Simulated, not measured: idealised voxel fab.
Process module under the name voxel self aligned vias
FYI the section here is cut, 270 nm wide, cells are 5 nm squares.
Cross-section = grid of square cells, listed top down in bands; band = one or more rows.
Top height, bottom height, nm. Materials left to right, width each, nm. Single material + "edge to edge" = fills band edge to edge. "empty" = empty.
Heights are expressed relative to 0, this being the level below which the as-received wafer comprises one material exclusively. The lowest band is unbounded in the downward direction and is denoted as in "0 -> down".
The two numbers in a width such as "30 to 40" mark its ends across the band: the first belongs to the top row of cells, the second to the bottom row, and from each row to the next the width moves by the same amount.
For the purposes of this document, the phrase "stayed the same" attached to a step denotes that no cell within the cross-section was modified by that step.
Empty spaces counting at least 8 cells and having no open way to the top are listed in "Fully enclosed voids". The notation width x height at distance is used for each, the distance being from the left edge and all three values in nm.
What comes after the settings on a step's line is commentary from the simulator itself on that step.
When a step includes a mask, the "overlay nm" setting on its line states how far to the right of its planned place that mask lay, and negative values state how far to the left.
-- Listed below are the process steps as planned
1,RECEIVE, material Si
2,CONFORMAL_DEP, material SiO2, thk nm 15
3,CONFORMAL_DEP, material SiCN, thk nm 5
4,DIRECTIONAL_DEP, material SiO2, thk nm 30
5,DIRECTIONAL_DEP, material aC, thk nm 10
6,PATTERN, tone open, mask id LINES, material resist, width nm 30, pitch nm 65, thk nm 30, overlay nm 0
7,DIRECTIONAL_ETCH, etch materials aC, depth nm 10
8,STRIP, etch materials resist
9,DIRECTIONAL_ETCH, etch materials SiO2, depth nm 30
10,STRIP, etch materials aC
11,CONFORMAL_DEP, material TiN, thk nm 5
12,FILL_DEP, material W, thk nm 5
13,CMP, height nm 50
14,SELECTIVE_ETCH, etch materials W Ru TiN, depth nm 5
15,FILL_DEP, material SiN, thk nm 5
16,CMP, height nm 50
17,DIRECTIONAL_DEP, material SiO2, thk nm 15
18,MASKED_ETCH, tone open, mask id VIAS, width nm 40, pitch nm 65, etch materials SiO2, depth nm 15, overlay nm 0
19,MASKED_ETCH, tone open, mask id VIAS, width nm 40, pitch nm 65, etch materials SiN, depth nm 5, overlay nm 0
20,CONFORMAL_DEP, material TiN, thk nm 5
21,FILL_DEP, material W, thk nm 5
22,CMP, height nm 65
23,CONFORMAL_DEP, material SiN, thk nm 5
-- The cross-section here shows the wafer as received, i.e. in its state after step 1
> 0 -> down = Si edge to edge
> Fully enclosed voids: none
-- End-of-module XS, first of two wafers, run as planned
> 70 -> 65 = SiN edge to edge
> 65 -> 55 = 50 nm SiO2, 5 nm TiN, 30 nm W, 5 nm TiN, 25 nm SiO2, 5 nm TiN, 30 nm W, 5 nm TiN, 25 nm SiO2, 5 nm TiN, 30 nm W, 5 nm TiN, 50 nm SiO2
> 55 -> 50 = 50 nm SiO2, 10 nm TiN, 20 nm W, 10 nm TiN, 25 nm SiO2, 10 nm TiN, 20 nm W, 10 nm TiN, 25 nm SiO2, 10 nm TiN, 20 nm W, 10 nm TiN, 50 nm SiO2
> 50 -> 45 = 55 nm SiO2, 30 nm TiN, 35 nm SiO2, 30 nm TiN, 35 nm SiO2, 30 nm TiN, 55 nm SiO2
> 45 -> 25 = 55 nm SiO2, 5 nm TiN, 20 nm W, 5 nm TiN, 35 nm SiO2, 5 nm TiN, 20 nm W, 5 nm TiN, 35 nm SiO2, 5 nm TiN, 20 nm W, 5 nm TiN, 55 nm SiO2
> 25 -> 20 = 55 nm SiO2, 30 nm TiN, 35 nm SiO2, 30 nm TiN, 35 nm SiO2, 30 nm TiN, 55 nm SiO2
> 20 -> 15 = SiCN edge to edge
> 15 -> 0 = SiO2 edge to edge
> 0 -> down = Si edge to edge
> Fully enclosed voids: none
-- Cross-section, wafer two of two, end of module: same start and plan as wafer one, one error in execution
> 70 -> 65 = SiN edge to edge
> 65 -> 50 = 50 nm SiO2, 5 nm TiN, 30 nm W, 5 nm TiN, 25 nm SiO2, 5 nm TiN, 30 nm W, 5 nm TiN, 25 nm SiO2, 5 nm TiN, 30 nm W, 5 nm TiN, 50 nm SiO2
> 50 -> 45 = 50 nm SiN, 40 nm TiN, 25 nm SiN, 40 nm TiN, 25 nm SiN, 40 nm TiN, 50 nm SiN
> 45 -> 20 = 55 nm SiO2, 5 nm TiN, 20 nm W, 5 nm TiN, 35 nm SiO2, 5 nm TiN, 20 nm W, 5 nm TiN, 35 nm SiO2, 5 nm TiN, 20 nm W, 5 nm TiN, 55 nm SiO2
> 20 -> 15 = 55 nm SiO2, 30 nm TiN, 35 nm SiO2, 30 nm TiN, 35 nm SiO2, 30 nm TiN, 55 nm SiO2
> 15 -> 0 = SiO2 edge to edge
> 0 -> down = Si edge to edge
> Fully enclosed voids: none
Diagnosis: plan step 3: skipped, not run
Once processing is complete, comparing cell counts shows that the second wafer has more or fewer of certain materials than the first: SiCN -54, SiN +30, TiN +6, W +18
